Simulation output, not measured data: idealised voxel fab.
Name of the process module below: voxel ribs on slabs
Displayed cross-section: cut, width of 265 nm, square cells sized 5 nm.
If you're reading a cross-section in this doc, picture square cells in a grid; it comes to you as bands, top ones listed first down to the bottom, and a band can be one or more rows of cells. Quick guide to a band line: top height, bottom height (nm) up front; then every material left to right with its width in nm. Only one material and it's marked "edge to edge"? Then it fills the band edge to edge. And "blank" just means empty space. For the purposes of this specification, 0 denotes the height below which the wafer in its as-received condition is composed wholly of one material, and the lowermost band, lacking a lower limit, extends downward without end, as expressed in "0 nm and below". The notation "30..40" denotes a width that varies across the rows of cells in the band, beginning at the first number in the top row, finishing at the second number in the bottom row, and changing by an identical amount from each row to the next. "no modifications" -> step changed no cross-section cell. "Listed closed voids": empty spaces of 8 cells or more with no open way to the top, each given as width x height at distance, distance from the left edge, all in nm. It should be noted that, on the line of a given step, the content following the step's settings is a remark produced by the simulator itself with respect to that step. You can add "overlay nm" to a step's line. For a step with a mask, it describes how far the mask lay to the right of its planned position, and a negative number describes a lay to the left.

The process steps that were planned are listed below
1: RECEIVE,material Si
2: DIRECTIONAL_DEP,material SiO2,thk nm 20
3: DIRECTIONAL_DEP,material SiN,thk nm 25
4: PATTERN,tone cover,mask id RIB,material resist,width nm 15,thk nm 15,overlay nm 0
5: DIRECTIONAL_ETCH,etch materials SiN,depth nm 15
6: STRIP,etch materials resist
7: MASKED_ETCH,tone cover,mask id SLAB,width nm 65,etch materials SiN,depth nm 10,overlay nm 0
8: FILL_DEP,material SiO2,thk nm 30
9: CMP,height nm 65
10: DIRECTIONAL_DEP,material W,thk nm 5
11: DIRECTIONAL_DEP,material aC,thk nm 10
12: PATTERN,tone cover,mask id HEATER,material resist,width nm 25,thk nm 25,overlay nm 0
13: DIRECTIONAL_ETCH,etch materials aC,depth nm 10
14: STRIP,etch materials resist
15: DIRECTIONAL_ETCH,etch materials W,depth nm 5
16: STRIP,etch materials aC
17: CONFORMAL_DEP,material SiN,thk nm 10

First wafer out of two, processed as planned

Wafer cross-section on receipt, i.e. after step 1
    0 nm and below  Si edge to edge
    Listed closed voids: none

After step 2: wafer cross-section
    20 nm to 0 nm  SiO2 edge to edge
    Lower than 0, everything is as it was.

After step 3: wafer cross-section
    45 nm to 20 nm  SiN edge to edge
    Lower than 20, everything is as it was.

After step 4: wafer cross-section
    60 nm to 45 nm  blank 125 nm / resist 15 nm / blank 125 nm
    Lower than 45, everything is as it was.

After step 5: wafer cross-section
    60 nm to 45 nm  blank 125 nm / resist 15 nm / blank 125 nm
    45 nm to 30 nm  blank 125 nm / SiN 15 nm / blank 125 nm
    Lower than 30, everything is as it was.

After step 6: wafer cross-section
    45 nm to 30 nm  blank 125 nm / SiN 15 nm / blank 125 nm
    Lower than 30, everything is as it was.

After step 7: wafer cross-section
    45 nm to 30 nm  blank 125 nm / SiN 15 nm / blank 125 nm
    30 nm to 20 nm  blank 100 nm / SiN 65 nm / blank 100 nm
    Lower than 20, everything is as it was.

After step 8: wafer cross-section
    75 nm to 45 nm  SiO2 edge to edge
    45 nm to 30 nm  SiO2 125 nm / SiN 15 nm / SiO2 125 nm
    30 nm to 20 nm  SiO2 100 nm / SiN 65 nm / SiO2 100 nm
    Lower than 20, everything is as it was.

After step 9: wafer cross-section
    65 nm to 45 nm  SiO2 edge to edge
    Lower than 45, everything is as it was.

After step 10: wafer cross-section
    70 nm to 65 nm  W edge to edge
    Lower than 65, everything is as it was.

After step 11: wafer cross-section
    80 nm to 70 nm  aC edge to edge
    Lower than 70, everything is as it was.

After step 12: wafer cross-section
    105 nm to 80 nm  blank 120 nm / resist 25 nm / blank 120 nm
    Lower than 80, everything is as it was.

After step 13: wafer cross-section
    95 nm to 80 nm  blank 120 nm / resist 25 nm / blank 120 nm
    80 nm to 70 nm  blank 120 nm / aC 25 nm / blank 120 nm
    Lower than 70, everything is as it was.

After step 14: wafer cross-section
    80 nm to 70 nm  blank 120 nm / aC 25 nm / blank 120 nm
    Lower than 70, everything is as it was.

After step 15: wafer cross-section
    80 nm to 70 nm  blank 120 nm / aC 25 nm / blank 120 nm
    70 nm to 65 nm  blank 120 nm / W 25 nm / blank 120 nm
    Lower than 65, everything is as it was.

After step 16: wafer cross-section
    70 nm to 65 nm  blank 120 nm / W 25 nm / blank 120 nm
    Lower than 65, everything is as it was.

After step 17: wafer cross-section
    80 nm to 75 nm  blank 110 nm / SiN 45 nm / blank 110 nm
    75 nm to 70 nm  SiN edge to edge
    70 nm to 65 nm  SiN 120 nm / W 25 nm / SiN 120 nm
    Lower than 65, everything is as it was.

For the second wafer, take the first wafer's start and plan, then add one mistake made in running it; everything through step 3, that step included, is shared with the first

What the second wafer looks like in cross-section when step 4 should have wrapped up
    60 nm to 45 nm  resist 125 nm / blank 15 nm / resist 125 nm
    Lower than 45, everything is as it was.

What the second wafer looks like in cross-section when step 5 should have wrapped up
    60 nm to 45 nm  resist 125 nm / blank 15 nm / resist 125 nm
    45 nm to 30 nm  SiN 125 nm / blank 15 nm / SiN 125 nm
    Lower than 30, everything is as it was.

What the second wafer looks like in cross-section when step 6 should have wrapped up
    45 nm to 30 nm  SiN 125 nm / blank 15 nm / SiN 125 nm
    Lower than 30, everything is as it was.

What the second wafer looks like in cross-section when step 7 should have wrapped up
    45 nm to 35 nm  blank 100 nm / SiN 25 nm / blank 15 nm / SiN 25 nm / blank 100 nm
    Lower than 35, everything is as it was.

What the second wafer looks like in cross-section when step 8 should have wrapped up
    75 nm to 45 nm  SiO2 edge to edge
    45 nm to 35 nm  SiO2 100 nm / SiN 25 nm / SiO2 15 nm / SiN 25 nm / SiO2 100 nm
    35 nm to 30 nm  SiN 125 nm / SiO2 15 nm / SiN 125 nm
    Lower than 30, everything is as it was.

What the second wafer looks like in cross-section when step 9 should have wrapped up
    65 nm to 45 nm  SiO2 edge to edge
    Lower than 45, everything is as it was.

What the second wafer looks like in cross-section when step 10 should have wrapped up
    70 nm to 65 nm  W edge to edge
    Lower than 65, everything is as it was.

What the second wafer looks like in cross-section when step 11 should have wrapped up
    80 nm to 70 nm  aC edge to edge
    Lower than 70, everything is as it was.

What the second wafer looks like in cross-section when step 12 should have wrapped up
    105 nm to 80 nm  blank 120 nm / resist 25 nm / blank 120 nm
    Lower than 80, everything is as it was.

What the second wafer looks like in cross-section when step 13 should have wrapped up
    95 nm to 80 nm  blank 120 nm / resist 25 nm / blank 120 nm
    80 nm to 70 nm  blank 120 nm / aC 25 nm / blank 120 nm
    Lower than 70, everything is as it was.

What the second wafer looks like in cross-section when step 14 should have wrapped up
    80 nm to 70 nm  blank 120 nm / aC 25 nm / blank 120 nm
    Lower than 70, everything is as it was.

What the second wafer looks like in cross-section when step 15 should have wrapped up
    80 nm to 70 nm  blank 120 nm / aC 25 nm / blank 120 nm
    70 nm to 65 nm  blank 120 nm / W 25 nm / blank 120 nm
    Lower than 65, everything is as it was.

What the second wafer looks like in cross-section when step 16 should have wrapped up
    70 nm to 65 nm  blank 120 nm / W 25 nm / blank 120 nm
    Lower than 65, everything is as it was.

What the second wafer looks like in cross-section when step 17 should have wrapped up
    80 nm to 75 nm  blank 110 nm / SiN 45 nm / blank 110 nm
    75 nm to 70 nm  SiN edge to edge
    70 nm to 65 nm  SiN 120 nm / W 25 nm / SiN 120 nm
    Lower than 65, everything is as it was.
What was the processing mistake? step 4: run off-plan, actual operation and settings PATTERN,tone open,mask id RIB,material resist,width nm 15,thk nm 15,overlay nm 0
End of process, cell counts, second wafer against first, materials with more or fewer: +141 SiN; -141 SiO2
